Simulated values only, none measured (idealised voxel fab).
Process module in this document: voxel capacitor over wiring
The width of the displayed cross-section, cut, is 290 nm; its cells are square, with a size of 5 nm.
Bands, listed from the top down, are how a cross-section gets written in this document; the cross-section itself is a grid of square cells, and a band is one or more rows of them.
A band entry consists of two parts. The first gives the height of the band's top and the height of its bottom, in nm. The rest lists the band's materials from left to right, each with its width in nm. A single material labelled with the word "full width" fills the band from edge to edge, and the word "empty" marks empty space.
Zero point of the height axis is 0; under it, received wafer = one material. Lowest band: continues down indefinitely, "0 and below".
With a width like "30 to 40", each row of cells in the band differs from the next by the same amount, the top row carrying the first number and the bottom row the second.
Where a step carries "remained unchanged", the cross-section came out of it unchanged, cell for cell.
Each empty space that has no open way to the top and spans at least 8 cells appears under "Listed closed voids" as width x height at distance, the distance counted from the left edge, all in nm.
It should be noted that, on the line of a given step, the content following the step's settings is a remark produced by the simulator itself with respect to that step.
What "overlay nm" on a step's line means: if the step has a mask, that mask lay this far to the right of its planned place, or, when the value is negative, to the left.
# List of planned process steps
1,RECEIVE (material Si)
2,CONFORMAL_DEP (material SiO2; thk nm 10)
3,DIRECTIONAL_DEP (material TiN; thk nm 5)
4,DIRECTIONAL_DEP (material Ru; thk nm 25)
5,PATTERN (tone cover; mask id METAL_1; material resist; width nm 25; pitch nm 95; thk nm 15; overlay nm 0)
6,DIRECTIONAL_ETCH (etch materials Ru; depth nm 25)
7,DIRECTIONAL_ETCH (etch materials TiN; depth nm 5)
8,STRIP (etch materials resist)
9,CONFORMAL_DEP (material SiCN; thk nm 5)
10,FILL_DEP (material SiO2; thk nm 10)
11,CMP (height nm 40)
12,CONFORMAL_DEP (material SiCN; thk nm 5)
13,DIRECTIONAL_DEP (material SiO2; thk nm 15)
14,MASKED_ETCH (tone open; mask id PLUG_1; width nm 15; etch materials SiO2; depth nm 15; overlay nm 0)
15,MASKED_ETCH (tone open; mask id PLUG_1; width nm 15; etch materials SiCN; depth nm 5; overlay nm 0)
16,CONFORMAL_DEP (material TiN; thk nm 5)
17,FILL_DEP (material W; thk nm 5)
18,CMP (height nm 60)
19,DIRECTIONAL_DEP (material TiN; thk nm 5)
20,DIRECTIONAL_DEP (material SiN; thk nm 5)
21,DIRECTIONAL_DEP (material TiN; thk nm 5)
22,DIRECTIONAL_DEP (material aC; thk nm 10)
23,PATTERN (tone cover; mask id UPPER_PLATE; material resist; width nm 75; thk nm 25; overlay nm 0)
24,DIRECTIONAL_ETCH (etch materials aC; depth nm 10)
25,STRIP (etch materials resist)
26,DIRECTIONAL_ETCH (etch materials TiN; depth nm 5)
27,DIRECTIONAL_ETCH (etch materials SiN; depth nm 5)
28,STRIP (etch materials aC)
29,MASKED_ETCH (tone cover; mask id LOWER_PLATE; width nm 85; etch materials TiN; depth nm 5; overlay nm 0)
30,FILL_DEP (material SiO2; thk nm 15)
31,CMP (height nm 85)
32,DIRECTIONAL_DEP (material aC; thk nm 15)
33,PATTERN (tone open; mask id PLUG_2; material resist; width nm 15; thk nm 30; overlay nm 0)
34,DIRECTIONAL_ETCH (etch materials aC; depth nm 15)
35,STRIP (etch materials resist)
36,DIRECTIONAL_ETCH (etch materials SiO2; depth nm 10)
37,STRIP (etch materials aC)
38,CONFORMAL_DEP (material TiN; thk nm 5)
39,FILL_DEP (material W; thk nm 5)
40,CMP (height nm 85)
41,CONFORMAL_DEP (material SiN; thk nm 5)
# Incoming wafer, cross-sectional view, post step 1
  0 and below: Si full width
  Listed closed voids: none
# The module was run from the start shown above using the plan shown above, but one mistake was made doing it; the resulting wafer cross-section is below
  90 down to 85: SiN full width
  85 down to 80: SiO2 105 nm | TiN 5 nm | W 5 nm | TiN 5 nm | SiO2 170 nm
  80 down to 70: SiO2 105 to 95 nm | TiN 15 to 75 nm | SiO2 170 to 120 nm
  70 down to 65: SiO2 95 nm | SiN 75 nm | SiO2 120 nm
  65 down to 60: SiO2 90 nm | TiN 85 nm | SiO2 115 nm
  60 down to 45: SiO2 95 nm | TiN 5 nm | W 5 nm | TiN 5 nm | SiO2 180 nm
  45 down to 40: SiCN 95 nm | TiN 15 nm | SiCN 180 nm
  40 down to 35: SiO2 80 nm | SiCN 35 nm | SiO2 60 nm | SiCN 35 nm | SiO2 80 nm
  35 down to 15: SiO2 80 nm | SiCN 5 nm | Ru 25 nm | SiCN 5 nm | SiO2 60 nm | SiCN 5 nm | Ru 25 nm | SiCN 5 nm | SiO2 80 nm
  15 down to 10: SiCN 85 nm | Ru 25 nm | SiCN 70 nm | Ru 25 nm | SiCN 85 nm
  10 down to 0: SiO2 full width
  0 and below: Si full width
  Listed closed voids: none
What went wrong in running the wafer? plan step 3 never ran because it was skipped
